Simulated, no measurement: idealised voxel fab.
The following is a process module called voxel air gaps.
Square cells of 5 nm make up the cross-section cut, whose width is 240 nm.
For the purposes of this document, a cross-section shall be understood as a grid of square cells, specified as bands listed in top-to-bottom order, each band consisting of one or more rows of cells.
First you get the band's top height and its bottom height, in nm, and then the materials it's made of, left to right, with each width in nm. If you see a single material with "everywhere", that one covers the band edge to edge. "blank" is empty space.
Measure heights from 0. That's the level where, below it, the as-received wafer is all one material. The lowest band is bottomless and extends downward; write it as in "0..down".
A width such as "30->40" changes by the same amount from each row of cells to the next, from the band's top row to its bottom row.
You'll sometimes find "nothing got changed" written for a step, and that's the way of saying that nowhere in the cross-section did a cell change during that step.
Enclosed voids (no open way to top), threshold 8 cells or more, entry "Sealed internal cavities", notation width x height at distance, distance from left edge, nm.
On a step's line, text after the settings is the simulator commenting on that step.
On any step carrying a mask, the "overlay nm" setting, if present on the step's line, tells how far right of its planned place the mask lay; negative values point to the left.

Planned process steps:
1,RECEIVE with material Si
2,CONFORMAL_DEP with material SiO2, thk nm 15
3,CONFORMAL_DEP with material SiN, thk nm 5
4,DIRECTIONAL_DEP with material SiO2, thk nm 35
5,DIRECTIONAL_DEP with material aC, thk nm 15
6,PATTERN with tone open, mask id LINES, material resist, width nm 20, pitch nm 45, thk nm 35, overlay nm 0
7,DIRECTIONAL_ETCH with etch materials aC, depth nm 15
8,STRIP with etch materials resist
9,DIRECTIONAL_ETCH with etch materials SiO2, depth nm 35
10,STRIP with etch materials aC
11,CONFORMAL_DEP with material TiN, thk nm 5
12,FILL_DEP with material Cu, thk nm 5
13,CMP with height nm 55
14,EPI with material Ru, thk nm 10
15,SELECTIVE_ETCH with etch materials SiO2, depth nm 45
16,CONFORMAL_DEP with material SiCN, thk nm 5

Cross-section of the wafer as it came to us, i.e., already through step 1:
> 0..down = Si everywhere
> Sealed internal cavities: none

Final cross-section, module run with one mistake (start and plan as above):
> 70..65 = blank 30 nm, SiCN 185 nm, blank 25 nm
> 65..55 = blank 30 nm, SiCN 5 nm, Ru 40 nm, SiCN 5 nm, Ru 40 nm, SiCN 5 nm, Ru 40 nm, SiCN 5 nm, Ru 40 nm, SiCN 5 nm, blank 25 nm
> 55..50 = blank 30 nm, SiCN 15 nm, TiN 5 nm, Cu 10 nm, TiN 5 nm, SiCN 25 nm, TiN 5 nm, Cu 10 nm, TiN 5 nm, SiCN 25 nm, TiN 5 nm, Cu 10 nm, TiN 5 nm, SiCN 25 nm, TiN 5 nm, Cu 10 nm, TiN 5 nm, SiCN 15 nm, blank 25 nm
> 50..25 = blank 40 nm, SiCN 5 nm, TiN 5 nm, Cu 10 nm, TiN 5 nm, SiCN 5 nm, blank 15 nm, SiCN 5 nm, TiN 5 nm, Cu 10 nm, TiN 5 nm, SiCN 5 nm, blank 15 nm, SiCN 5 nm, TiN 5 nm, Cu 10 nm, TiN 5 nm, SiCN 5 nm, blank 15 nm, SiCN 5 nm, TiN 5 nm, Cu 10 nm, TiN 5 nm, SiCN 5 nm, blank 35 nm
> 25..20 = SiCN 45 nm, TiN 20 nm, SiCN 25 nm, TiN 20 nm, SiCN 25 nm, TiN 20 nm, SiCN 25 nm, TiN 20 nm, SiCN 40 nm
> 20..15 = SiN everywhere
> 15..0 = SiO2 everywhere
> 0..down = Si everywhere
> Sealed internal cavities: 15 x 25 at 70; 15 x 25 at 115; 15 x 25 at 160
Deviation noted in wafer processing: step 6 deviated from plan and actually ran as PATTERN with tone open, mask id LINES, material resist, width nm 20, pitch nm 45, thk nm 35, overlay nm 5
